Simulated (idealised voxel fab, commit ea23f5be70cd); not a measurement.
voxel released beams: a process module
Square cells of 5 nm make up the cross-section cut, whose width is 235 nm.
Square cells in a grid make up a cross-section in this document, and the grid is given as bands, listed from the top down, each one or more rows of cells.
Band entry format. Leading values: height of top, height of bottom, nm. Remainder: materials in left-to-right order, each with its width in nm. Special words: "everywhere" on a single material, which then fills the band edge to edge; "air", empty space.
Ref level 0: as-received wafer is one material below here. Bottom band extends down with no lower bound ("from 0 down").
Per-row width for "30 to 40": begins at first number (top row of band), ends at second number (bottom row), increment between rows held constant.
A step reported as "nothing altered" is a step in which no cell of the cross-section changed.
Heads up: "closed voids" only lists the empty pockets with no open path to the top that are 8 cells or more, and it writes them as width x height at distance, distance from the left edge, in nm.
On a step's line, text after the settings is the simulator commenting on that step.
overlay nm: right-of-plan distance of the mask on a masked step; negative values mean left-of-plan.
# Planned step list for the process
step 1: op RECEIVE | material Si
step 2: op CONFORMAL_DEP | material Al2O3 | thk nm 5
step 3: op DIRECTIONAL_DEP | material SiO2 | thk nm 20
step 4: op MASKED_ETCH | tone open | mask id ANCHOR | width nm 30 | etch materials SiO2 | depth nm 20 | overlay nm 0
step 5: op CONFORMAL_DEP | material W | thk nm 10
step 6: op MASKED_ETCH | tone cover | mask id BEAM | width nm 100 | etch materials W | depth nm 10 | overlay nm 0
step 7: op STRIP | etch materials SiO2
# Cross-section of the wafer as it came to us, i.e., already through step 1
> from 0 down | Si everywhere
> closed voids: none
# First wafer of two, sectioned at end of module; run went per plan
> from 35 to 25 | air 65 nm; W 15 nm; air 10 nm; W 75 nm; air 70 nm
> from 25 to 15 | air 70 nm; W 10 nm; air 10 nm; W 10 nm; air 135 nm
> from 15 to 5 | air 70 nm; W 30 nm; air 135 nm
> from 5 to 0 | Al2O3 everywhere
> from 0 down | Si everywhere
> closed voids: none
# Presented here is a cross-section of the second of the two wafers as it stood at the end of the module. It was started in the same manner and assigned the same plan as the first wafer; however, one mistake was made in its execution
> from 15 to 5 | air 65 nm; W 100 nm; air 70 nm
> from 5 to 0 | Al2O3 everywhere
> from 0 down | Si everywhere
> closed voids: none
Which mistake was made when the wafer was run? the run left out plan step 3 entirely, so it was never executed
Looking at both finished wafers in cells, the second ends up ahead of or behind the first on some materials: W: 16 fewer
